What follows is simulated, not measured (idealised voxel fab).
Process module under the name voxel gate over fins
It is cross-section cut that appears here, measuring 240 nm in width, its square cells being 5 nm in size.
Square cells in a grid make up a cross-section in this document, and the grid is given as bands, listed from the top down, each one or more rows of cells. This entry defines a band. It first specifies the height of the band's top and the height of its bottom in nm, and then specifies the band's materials from left to right, stating each material with its width in nm. The word "everywhere" identifies a single material that fills the band from edge to edge, while the word "blank" identifies empty space. Convention: height 0 is the level below which the wafer, as received, is all one material. The lowest band does not terminate at the bottom but continues downward, represented as "z 0 and below". The width entry "30->40" should be interpreted row by row: the top row of cells in the band takes the first number, the bottom row takes the second number, and the change between adjacent rows is uniform throughout. Step note "nothing altered" = no cross-section cell changed. The entry "Closed void register" lists the empty spaces that cover at least 8 cells and have no open path to the top. Each is written as width x height at distance, where the distance is measured from the left edge and all three values are in nm. Note: text after step settings on the step line = simulator remark on that step. overlay nm: on a step with a mask, how far right of its planned place the mask lay; negative means left.

[Set out below are the planned steps of the process]
1. RECEIVE,material Si
2. CONFORMAL_DEP,material SiN,thk nm 5
3. PATTERN,tone cover,mask id FINS,material resist,width nm 15,pitch nm 60,thk nm 15,overlay nm 0
4. DIRECTIONAL_ETCH,etch materials SiN,depth nm 5
5. DIRECTIONAL_ETCH,etch materials Si,depth nm 35
6. STRIP,etch materials resist
7. OXIDIZE,depth nm 5
8. FILL_DEP,material SiO2,thk nm 5
9. CMP,height nm 5
10. MASKED_ETCH,tone open,mask id RAIL,width nm 15,etch materials SiO2,depth nm 35,overlay nm 0
11. CONFORMAL_DEP,material TiN,thk nm 5
12. FILL_DEP,material W,thk nm 5
13. CMP,height nm 5
14. SELECTIVE_ETCH,etch materials W Ru TiN,depth nm 25
15. FILL_DEP,material SiO2,thk nm 5
16. CMP,height nm 5
17. SELECTIVE_ETCH,etch materials SiO2,depth nm 20
18. STRIP,etch materials SiN
19. CONFORMAL_DEP,material HfO2,thk nm 5
20. CONFORMAL_DEP,material TiN,thk nm 5
21. FILL_DEP,material W,thk nm 15
22. CMP,height nm 20
23. CONFORMAL_DEP,material SiN,thk nm 5

[Cross-section of the wafer upon arrival, representing the state reached after step 1]
    z 0 and below  Si everywhere
    Closed void register: none

[first wafer at the end, as planned]
    z 25 to 20  SiN everywhere
    z 20 to 10  W everywhere
    z 10 to 5  45 W  25 TiN  35 W  25 TiN  35 W  25 TiN  50 W
    z 5 to 0  45 W  5 TiN  15 HfO2  5 TiN  35 W  5 TiN  15 HfO2  5 TiN  35 W  5 TiN  15 HfO2  5 TiN  50 W
    z 0 to -5  45 W  5 TiN  5 HfO2  5 Si  5 HfO2  5 TiN  35 W  5 TiN  5 HfO2  5 Si  5 HfO2  5 TiN  35 W  5 TiN  5 HfO2  5 Si  5 HfO2  5 TiN  50 W
    z -5 to -10  50 TiN  5 HfO2  5 Si  5 HfO2  45 TiN  5 HfO2  5 Si  5 HfO2  45 TiN  5 HfO2  5 Si  5 HfO2  55 TiN
    z -10 to -15  55 HfO2  5 Si  55 HfO2  5 Si  55 HfO2  5 Si  60 HfO2
    z -15 to -20  55 SiO2  5 Si  55 SiO2  5 Si  55 SiO2  5 Si  60 SiO2
    z -20 to -25  55 SiO2  5 Si  20 SiO2  5 TiN  5 W  5 TiN  20 SiO2  5 Si  55 SiO2  5 Si  60 SiO2
    z -25 to -30  55 SiO2  5 Si  20 SiO2  15 TiN  20 SiO2  5 Si  55 SiO2  5 Si  60 SiO2
    z -30 to -40  55 SiO2  5 Si  55 SiO2  5 Si  55 SiO2  5 Si  60 SiO2
    z -40 and below  Si everywhere
    Closed void register: none

[So this is wafer number two of the two, cut at the end of the module - it started where the first did and had the same plan, we just got one thing wrong running it]
    z 25 to 20  SiN everywhere
    z 20 to 10  W everywhere
    z 10 to 5  45 W  25 TiN  35 W  25 TiN  35 W  25 TiN  50 W
    z 5 to 0  45 W  5 TiN  15 HfO2  5 TiN  35 W  5 TiN  15 HfO2  5 TiN  35 W  5 TiN  15 HfO2  5 TiN  50 W
    z 0 to -10  45 W  5 TiN  5 HfO2  5 Si  5 HfO2  5 TiN  35 W  5 TiN  5 HfO2  5 Si  5 HfO2  5 TiN  35 W  5 TiN  5 HfO2  5 Si  5 HfO2  5 TiN  50 W
    z -10 to -15  45 W  5 TiN  5 HfO2  5 Si  5 HfO2  45 TiN  5 HfO2  5 Si  5 HfO2  5 TiN  35 W  5 TiN  5 HfO2  5 Si  5 HfO2  5 TiN  50 W
    z -15 to -20  45 W  5 TiN  5 HfO2  5 Si  5 HfO2  10 TiN  25 HfO2  10 TiN  5 HfO2  5 Si  5 HfO2  5 TiN  35 W  5 TiN  5 HfO2  5 Si  5 HfO2  5 TiN  50 W
    z -20 to -25  45 W  5 TiN  5 HfO2  5 Si  5 HfO2  10 TiN  5 HfO2  5 TiN  5 W  5 TiN  5 HfO2  10 TiN  5 HfO2  5 Si  5 HfO2  5 TiN  35 W  5 TiN  5 HfO2  5 Si  5 HfO2  5 TiN  50 W
    z -25 to -30  50 TiN  5 HfO2  5 Si  5 HfO2  10 TiN  5 HfO2  15 TiN  5 HfO2  10 TiN  5 HfO2  5 Si  5 HfO2  45 TiN  5 HfO2  5 Si  5 HfO2  55 TiN
    z -30 to -35  55 HfO2  5 Si  25 HfO2  5 SiO2  25 HfO2  5 Si  55 HfO2  5 Si  60 HfO2
    z -35 to -40  55 SiO2  5 Si  55 SiO2  5 Si  55 SiO2  5 Si  60 SiO2
    z -40 and below  Si everywhere
    Closed void register: none
Error vs. plan: the plan had its step 17 run twice
FYI, end of process, the second wafer has more or fewer cells of some materials than the first: HfO2 +32 | SiO2 -173 | TiN +30 | W +111
